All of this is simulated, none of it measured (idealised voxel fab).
This section sets out a process module, namely voxel wiring stack.
It is cross-section cut that appears here, measuring 260 nm in width, its square cells being 5 nm in size.
Format of a cross-section: grid, square cells. Given as bands. Order: top down. Band: one or more rows of cells. The entry gives the band's vertical extent as a top height and a bottom height in nm, then its horizontal make-up as materials from left to right, each with a width in nm. "air" stands for empty space; a single material marked "all across" fills the band edge to edge. We count height from 0. Below that, the starting wafer is all one material. The lowest band never ends at the bottom but goes on down; see "0 -> down" for how that is written. When a width is written as two numbers, as in "30->40", the first number is the width in the top row of cells of the band and the second is the width in its bottom row, and the width changes by the same amount from each row to the next. Reading "no change" for a step: not a cell of the cross-section changed in it. Empty spaces counting at least 8 cells and having no open way to the top are listed in "closed voids". The notation width x height at distance is used for each, the distance being from the left edge and all three values in nm. On a step's line, text after the settings is the simulator commenting on that step. The line of a step may include "overlay nm". On a step with a mask, this value is how far to the right of its planned place the mask lay. A negative value means the mask lay to the left.
Set out below are the planned steps of the process
- 1: RECEIVE,material Si
- 2: CONFORMAL_DEP,material SiO2,thk nm 15
- 3: CONFORMAL_DEP,material SiN,thk nm 5
- 4: DIRECTIONAL_DEP,material SiO2,thk nm 20
- 5: PATTERN,tone open,mask id METAL_1,material resist,width nm 30,pitch nm 60,thk nm 20,overlay nm 0
- 6: DIRECTIONAL_ETCH,etch materials SiO2,depth nm 20
- 7: DIRECTIONAL_ETCH,etch materials SiN,depth nm 5
- 8: STRIP,etch materials resist
- 9: CONFORMAL_DEP,material TiN,thk nm 5
- 10: FILL_DEP,material Cu,thk nm 5
- 11: CMP,height nm 40
- 12: CONFORMAL_DEP,material SiCN,thk nm 5
- 13: DIRECTIONAL_DEP,material lowk,thk nm 30
- 14: PATTERN,tone open,mask id METAL_2_HOLES,material resist,width nm 15,pitch nm 120,thk nm 20,overlay nm 0
- 15: DIRECTIONAL_ETCH,etch materials lowk,depth nm 30
- 16: STRIP,etch materials resist
- 17: DIRECTIONAL_DEP,material aC,thk nm 15
- 18: PATTERN,tone open,mask id METAL_2,material resist,width nm 30,pitch nm 60,thk nm 35,overlay nm 0
- 19: DIRECTIONAL_ETCH,etch materials aC,depth nm 15
- 20: STRIP,etch materials resist
- 21: DIRECTIONAL_ETCH,etch materials lowk,depth nm 15
- 22: DIRECTIONAL_ETCH,etch materials SiCN,depth nm 5
- 23: STRIP,etch materials aC
- 24: CONFORMAL_DEP,material TiN,thk nm 5
- 25: FILL_DEP,material Cu,thk nm 5
- 26: CMP,height nm 75
- 27: CONFORMAL_DEP,material SiCN,thk nm 5
- 28: DIRECTIONAL_DEP,material SiO2,thk nm 20
- 29: PATTERN,tone open,mask id PLUG_2,material resist,width nm 15,pitch nm 60,thk nm 15,overlay nm 0
- 30: DIRECTIONAL_ETCH,etch materials SiO2,depth nm 20
- 31: DIRECTIONAL_ETCH,etch materials SiCN,depth nm 5
- 32: STRIP,etch materials resist
- 33: CONFORMAL_DEP,material TiN,thk nm 5
- 34: FILL_DEP,material Cu,thk nm 10
- 35: CMP,height nm 100
- 36: DIRECTIONAL_DEP,material TiN,thk nm 5
- 37: DIRECTIONAL_DEP,material W,thk nm 25
- 38: MASKED_ETCH,tone cover,mask id METAL_3,width nm 30,pitch nm 60,etch materials W,depth nm 25,overlay nm 0
- 39: MASKED_ETCH,tone cover,mask id METAL_3,width nm 30,pitch nm 60,etch materials TiN,depth nm 5,overlay nm 0
- 40: CONFORMAL_DEP,material SiCN,thk nm 5
- 41: FILL_DEP,material SiO2,thk nm 10
- 42: CMP,height nm 130
- 43: CONFORMAL_DEP,material SiCN,thk nm 5
- 44: DIRECTIONAL_DEP,material lowk,thk nm 20
- 45: MASKED_ETCH,tone open,mask id PLUG_3,width nm 15,pitch nm 120,etch materials lowk,depth nm 20,overlay nm 0
- 46: MASKED_ETCH,tone open,mask id PLUG_3,width nm 15,pitch nm 120,etch materials SiCN,depth nm 5,overlay nm 0
- 47: EPI,material Ru,thk nm 10
- 48: EPI,material Ru,thk nm 10
- 49: EPI,material Ru,thk nm 5
- 50: CONFORMAL_DEP,material SiCN,thk nm 5
- 51: DIRECTIONAL_DEP,material SiO2,thk nm 25
- 52: PATTERN,tone open,mask id METAL_4,material resist,width nm 30,pitch nm 60,thk nm 20,overlay nm 0
- 53: DIRECTIONAL_ETCH,etch materials SiO2,depth nm 25
- 54: DIRECTIONAL_ETCH,etch materials SiCN,depth nm 5
- 55: STRIP,etch materials resist
- 56: CONFORMAL_DEP,material TiN,thk nm 5
- 57: FILL_DEP,material W,thk nm 5
- 58: CMP,height nm 185
- 59: EPI,material Ru,thk nm 5
- 60: FILL_DEP,material SiCN,thk nm 5
It is noted that the wafers described herein are identical at the outset and are distinguished by the thk nm of step 36; the value stated in the plan corresponds to the first wafer.
Cross-section of the first of several wafers as received (after step 1)
	0 -> down | Si all across
	closed voids: none
The figure below presents a cross-section of the first of several wafers at the conclusion of the module, following its last step, step 60
	195 -> 190 | SiCN all across
	190 -> 185 | SiCN=50  Ru=40  SiCN=20  Ru=40  SiCN=20  Ru=40  SiCN=50
	185 -> 160 | SiO2=55  TiN=5  W=20  TiN=5  SiO2=30  TiN=5  W=20  TiN=5  SiO2=30  TiN=5  W=20  TiN=5  SiO2=55
	160 -> 155 | SiCN=55  TiN=30  SiCN=30  TiN=30  SiCN=30  TiN=30  SiCN=55
	155 -> 135 | lowk=55  Ru=15  lowk=105  Ru=15  lowk=70
	135 -> 130 | SiCN=55  Ru=15  SiCN=105  Ru=15  SiCN=70
	130 -> 105 | SiO2=50  SiCN=5  W=30  SiCN=5  SiO2=20  SiCN=5  W=30  SiCN=5  SiO2=20  SiCN=5  W=30  SiCN=5  SiO2=50
	105 -> 100 | SiCN=55  TiN=30  SiCN=30  TiN=30  SiCN=30  TiN=30  SiCN=55
	100 -> 80 | SiO2=55  TiN=5  Cu=5  TiN=5  SiO2=45  TiN=5  Cu=5  TiN=5  SiO2=45  TiN=5  Cu=5  TiN=5  SiO2=70
	80 -> 75 | SiCN=55  TiN=15  SiCN=45  TiN=15  SiCN=45  TiN=15  SiCN=70
	75 -> 65 | lowk=55  TiN=5  Cu=20  TiN=5  lowk=30  TiN=5  Cu=20  TiN=5  lowk=30  TiN=5  Cu=20  TiN=5  lowk=55
	65 -> 60 | lowk=55  TiN=5  Cu=5  TiN=20  lowk=30  TiN=30  lowk=30  TiN=5  Cu=5  TiN=20  lowk=55
	60 -> 45 | lowk=55  TiN=5  Cu=5  TiN=5  lowk=105  TiN=5  Cu=5  TiN=5  lowk=70
	45 -> 40 | SiCN=55  TiN=15  SiCN=105  TiN=15  SiCN=70
	40 -> 20 | SiO2=55  TiN=5  Cu=20  TiN=5  SiO2=30  TiN=5  Cu=20  TiN=5  SiO2=30  TiN=5  Cu=20  TiN=5  SiO2=55
	20 -> 15 | SiN=55  TiN=30  SiN=30  TiN=30  SiN=30  TiN=30  SiN=55
	15 -> 0 | SiO2 all across
	0 -> down | Si all across
	closed voids: none
The last wafer as seen in cross-section at the end of the module
	195 -> 190 | SiCN all across
	190 -> 185 | SiCN=50  Ru=40  SiCN=20  Ru=40  SiCN=20  Ru=40  SiCN=50
	185 -> 160 | SiO2=55  TiN=5  W=20  TiN=5  SiO2=30  TiN=5  W=20  TiN=5  SiO2=30  TiN=5  W=20  TiN=5  SiO2=55
	160 -> 155 | SiCN=55  TiN=30  SiCN=30  TiN=30  SiCN=30  TiN=30  SiCN=55
	155 -> 135 | lowk=55  Ru=15  lowk=105  Ru=15  lowk=70
	135 -> 130 | SiCN=55  Ru=15  SiCN=105  Ru=15  SiCN=70
	130 -> 120 | SiO2=50  SiCN=5  W=30  SiCN=5  SiO2=20  SiCN=5  W=30  SiCN=5  SiO2=20  SiCN=5  W=30  SiCN=5  SiO2=50
	120 -> 115 | SiCN=55  TiN=30  SiCN=30  TiN=30  SiCN=30  TiN=30  SiCN=55
	115 -> 100 | TiN all across
	100 -> 80 | SiO2=55  TiN=5  Cu=5  TiN=5  SiO2=45  TiN=5  Cu=5  TiN=5  SiO2=45  TiN=5  Cu=5  TiN=5  SiO2=70
	80 -> 75 | SiCN=55  TiN=15  SiCN=45  TiN=15  SiCN=45  TiN=15  SiCN=70
	75 -> 65 | lowk=55  TiN=5  Cu=20  TiN=5  lowk=30  TiN=5  Cu=20  TiN=5  lowk=30  TiN=5  Cu=20  TiN=5  lowk=55
	65 -> 60 | lowk=55  TiN=5  Cu=5  TiN=20  lowk=30  TiN=30  lowk=30  TiN=5  Cu=5  TiN=20  lowk=55
	60 -> 45 | lowk=55  TiN=5  Cu=5  TiN=5  lowk=105  TiN=5  Cu=5  TiN=5  lowk=70
	45 -> 40 | SiCN=55  TiN=15  SiCN=105  TiN=15  SiCN=70
	40 -> 20 | SiO2=55  TiN=5  Cu=20  TiN=5  SiO2=30  TiN=5  Cu=20  TiN=5  SiO2=30  TiN=5  Cu=20  TiN=5  SiO2=55
	20 -> 15 | SiN=55  TiN=30  SiN=30  TiN=30  SiN=30  TiN=30  SiN=55
	15 -> 0 | SiO2 all across
	0 -> down | Si all across
	closed voids: none
For your reference, the table is organized with a row per wafer; each row reflects the wafer at the end of the module, indicating for each material the cells gained (+) or lost (-) since receipt, and thereafter its closed voids
thk nm 5, +92 Cu, +54 Ru, +313 SiCN, +34 SiN, +774 SiO2, +187 TiN, +150 W, +424 lowk, closed voids: none
thk nm 10, +92 Cu, +54 Ru, +307 SiCN, +34 SiN, +746 SiO2, +239 TiN, +132 W, +424 lowk, closed voids: none
thk nm 15, +92 Cu, +54 Ru, +301 SiCN, +34 SiN, +718 SiO2, +291 TiN, +114 W, +424 lowk, closed voids: none
thk nm 20, +92 Cu, +54 Ru, +295 SiCN, +34 SiN, +690 SiO2, +343 TiN, +96 W, +424 lowk, closed voids: none
